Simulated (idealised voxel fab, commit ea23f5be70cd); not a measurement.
Proc. module: voxel spacer lines
This is section cut - it's 225 nm across, gridded in 5 nm square cells.
For the purposes of this document, a cross-section shall be understood as a grid of square cells, specified as bands listed in top-to-bottom order, each band consisting of one or more rows of cells. For a band, the entry starts with two heights in nm, that of the top and then that of the bottom, and carries on with the band's materials in order from left to right, each alongside its width in nm; the word "everywhere" beside a single material means it fills the band edge to edge, and "blank" means empty space. Measure heights from 0. That's the level where, below it, the as-received wafer is all one material. The lowest band is bottomless and extends downward; write it as in "from 0 down". The two numbers in a width such as "30->40" mark its ends across the band: the first belongs to the top row of cells, the second to the bottom row, and from each row to the next the width moves by the same amount. The cross-section has no changed cell in any step marked "remained the same". "Enclosed void entries" enumerates empty spaces isolated from the top, with no open way to it, that contain at least 8 cells, giving each as width x height at distance from the left edge, all three in nm. That trailing text on a step's line, after the settings, is the simulator's own remark on the step. "overlay nm" denotes, for a step that has a mask, the displacement of the mask to the right of its planned place, with negative values corresponding to the left.
**Planned process steps**
1: RECEIVE (material Si)
2: CONFORMAL_DEP (material SiO2; thk nm 10)
3: DIRECTIONAL_DEP (material TiN; thk nm 10)
4: DIRECTIONAL_DEP (material polySi; thk nm 20)
5: PATTERN (tone cover; mask id MANDREL; material resist; width nm 20; pitch nm 70; thk nm 30; overlay nm 0)
6: DIRECTIONAL_ETCH (etch materials polySi; depth nm 20)
7: STRIP (etch materials resist)
8: CONFORMAL_DEP (material SiN; thk nm 15)
9: DIRECTIONAL_ETCH (etch materials SiN; depth nm 15)
10: STRIP (etch materials polySi)
11: DIRECTIONAL_ETCH (etch materials TiN; depth nm 10)
12: STRIP (etch materials SiN)
**First of two wafers, with the run carried out as planned**
**as received, after step 1**
- from 0 down: Si everywhere
- Enclosed void entries: none
**Step 2 done - wafer cross-section**
- from 10 to 0: SiO2 everywhere
- Whatever lies below 0 is exactly as it was before.
**Step 3 done - wafer cross-section**
- from 20 to 10: TiN everywhere
- Whatever lies below 10 is exactly as it was before.
**Step 4 done - wafer cross-section**
- from 40 to 20: polySi everywhere
- Whatever lies below 20 is exactly as it was before.
**Step 5 done - wafer cross-section**
- from 70 to 40: blank 30 nm, then resist 20 nm, then blank 50 nm, then resist 20 nm, then blank 50 nm, then resist 20 nm, then blank 35 nm
- Whatever lies below 40 is exactly as it was before.
**Step 6 done - wafer cross-section**
- from 70 to 40: blank 30 nm, then resist 20 nm, then blank 50 nm, then resist 20 nm, then blank 50 nm, then resist 20 nm, then blank 35 nm
- from 40 to 20: blank 30 nm, then polySi 20 nm, then blank 50 nm, then polySi 20 nm, then blank 50 nm, then polySi 20 nm, then blank 35 nm
- Whatever lies below 20 is exactly as it was before.
**Step 7 done - wafer cross-section**
- from 40 to 20: blank 30 nm, then polySi 20 nm, then blank 50 nm, then polySi 20 nm, then blank 50 nm, then polySi 20 nm, then blank 35 nm
- Whatever lies below 20 is exactly as it was before.
**Step 8 done - wafer cross-section**
- from 55 to 40: blank 15 nm, then SiN 50 nm, then blank 20 nm, then SiN 50 nm, then blank 20 nm, then SiN 50 nm, then blank 20 nm
- from 40 to 35: blank 15 nm, then SiN 15 nm, then polySi 20 nm, then SiN 15 nm, then blank 20 nm, then SiN 15 nm, then polySi 20 nm, then SiN 15 nm, then blank 20 nm, then SiN 15 nm, then polySi 20 nm, then SiN 15 nm, then blank 20 nm
- from 35 to 20: SiN 30 nm, then polySi 20 nm, then SiN 50 nm, then polySi 20 nm, then SiN 50 nm, then polySi 20 nm, then SiN 35 nm
- Whatever lies below 20 is exactly as it was before.
**Step 9 done - wafer cross-section**
- from 40 to 20: blank 15 nm, then SiN 15 nm, then polySi 20 nm, then SiN 15 nm, then blank 20 nm, then SiN 15 nm, then polySi 20 nm, then SiN 15 nm, then blank 20 nm, then SiN 15 nm, then polySi 20 nm, then SiN 15 nm, then blank 20 nm
- Whatever lies below 20 is exactly as it was before.
**Step 10 done - wafer cross-section**
- from 40 to 20: blank 15 nm, then SiN 15 nm, then blank 20 nm, then SiN 15 nm, then blank 20 nm, then SiN 15 nm, then blank 20 nm, then SiN 15 nm, then blank 20 nm, then SiN 15 nm, then blank 20 nm, then SiN 15 nm, then blank 20 nm
- Whatever lies below 20 is exactly as it was before.
**Step 11 done - wafer cross-section**
- from 40 to 20: blank 15 nm, then SiN 15 nm, then blank 20 nm, then SiN 15 nm, then blank 20 nm, then SiN 15 nm, then blank 20 nm, then SiN 15 nm, then blank 20 nm, then SiN 15 nm, then blank 20 nm, then SiN 15 nm, then blank 20 nm
- from 20 to 10: blank 15 nm, then TiN 15 nm, then blank 20 nm, then TiN 15 nm, then blank 20 nm, then TiN 15 nm, then blank 20 nm, then TiN 15 nm, then blank 20 nm, then TiN 15 nm, then blank 20 nm, then TiN 15 nm, then blank 20 nm
- Whatever lies below 10 is exactly as it was before.
**Step 12 done - wafer cross-section**
- from 20 to 10: blank 15 nm, then TiN 15 nm, then blank 20 nm, then TiN 15 nm, then blank 20 nm, then TiN 15 nm, then blank 20 nm, then TiN 15 nm, then blank 20 nm, then TiN 15 nm, then blank 20 nm, then TiN 15 nm, then blank 20 nm
- Whatever lies below 10 is exactly as it was before.
**Companion wafer, the second of two: same beginning, same intended sequence, one mistake in carrying it out; through step 4 inclusive it tracks the first exactly**
**Cross-section: second wafer, time at which step 5 was scheduled to end**
- from 70 to 40: blank 25 nm, then resist 30 nm, then blank 40 nm, then resist 30 nm, then blank 40 nm, then resist 30 nm, then blank 30 nm
- Whatever lies below 40 is exactly as it was before.
**Cross-section: second wafer, time at which step 6 was scheduled to end**
- from 70 to 40: blank 25 nm, then resist 30 nm, then blank 40 nm, then resist 30 nm, then blank 40 nm, then resist 30 nm, then blank 30 nm
- from 40 to 20: blank 25 nm, then polySi 30 nm, then blank 40 nm, then polySi 30 nm, then blank 40 nm, then polySi 30 nm, then blank 30 nm
- Whatever lies below 20 is exactly as it was before.
**Cross-section: second wafer, time at which step 7 was scheduled to end**
- from 40 to 20: blank 25 nm, then polySi 30 nm, then blank 40 nm, then polySi 30 nm, then blank 40 nm, then polySi 30 nm, then blank 30 nm
- Whatever lies below 20 is exactly as it was before.
**Cross-section: second wafer, time at which step 8 was scheduled to end**
- from 55 to 40: blank 10 nm, then SiN 60 nm, then blank 10 nm, then SiN 60 nm, then blank 10 nm, then SiN 60 nm, then blank 15 nm
- from 40 to 35: blank 10 nm, then SiN 15 nm, then polySi 30 nm, then SiN 15 nm, then blank 10 nm, then SiN 15 nm, then polySi 30 nm, then SiN 15 nm, then blank 10 nm, then SiN 15 nm, then polySi 30 nm, then SiN 15 nm, then blank 15 nm
- from 35 to 20: SiN 25 nm, then polySi 30 nm, then SiN 40 nm, then polySi 30 nm, then SiN 40 nm, then polySi 30 nm, then SiN 30 nm
- Whatever lies below 20 is exactly as it was before.
**Cross-section: second wafer, time at which step 9 was scheduled to end**
- from 40 to 20: blank 10 nm, then SiN 15 nm, then polySi 30 nm, then SiN 15 nm, then blank 10 nm, then SiN 15 nm, then polySi 30 nm, then SiN 15 nm, then blank 10 nm, then SiN 15 nm, then polySi 30 nm, then SiN 15 nm, then blank 15 nm
- Whatever lies below 20 is exactly as it was before.
**Cross-section: second wafer, time at which step 10 was scheduled to end**
- from 40 to 20: blank 10 nm, then SiN 15 nm, then blank 30 nm, then SiN 15 nm, then blank 10 nm, then SiN 15 nm, then blank 30 nm, then SiN 15 nm, then blank 10 nm, then SiN 15 nm, then blank 30 nm, then SiN 15 nm, then blank 15 nm
- Whatever lies below 20 is exactly as it was before.
**Cross-section: second wafer, time at which step 11 was scheduled to end**
- from 40 to 20: blank 10 nm, then SiN 15 nm, then blank 30 nm, then SiN 15 nm, then blank 10 nm, then SiN 15 nm, then blank 30 nm, then SiN 15 nm, then blank 10 nm, then SiN 15 nm, then blank 30 nm, then SiN 15 nm, then blank 15 nm
- from 20 to 10: blank 10 nm, then TiN 15 nm, then blank 30 nm, then TiN 15 nm, then blank 10 nm, then TiN 15 nm, then blank 30 nm, then TiN 15 nm, then blank 10 nm, then TiN 15 nm, then blank 30 nm, then TiN 15 nm, then blank 15 nm
- Whatever lies below 10 is exactly as it was before.
**Cross-section: second wafer, time at which step 12 was scheduled to end**
- from 20 to 10: blank 10 nm, then TiN 15 nm, then blank 30 nm, then TiN 15 nm, then blank 10 nm, then TiN 15 nm, then blank 30 nm, then TiN 15 nm, then blank 10 nm, then TiN 15 nm, then blank 30 nm, then TiN 15 nm, then blank 15 nm
- Whatever lies below 10 is exactly as it was before.
Finding, execution versus plan: step 5 ran as: PATTERN (tone cover; mask id MANDREL; material resist; width nm 30; pitch nm 70; thk nm 30; overlay nm 0)
End check, second vs first wafer: material counts in cells match, positions do not.
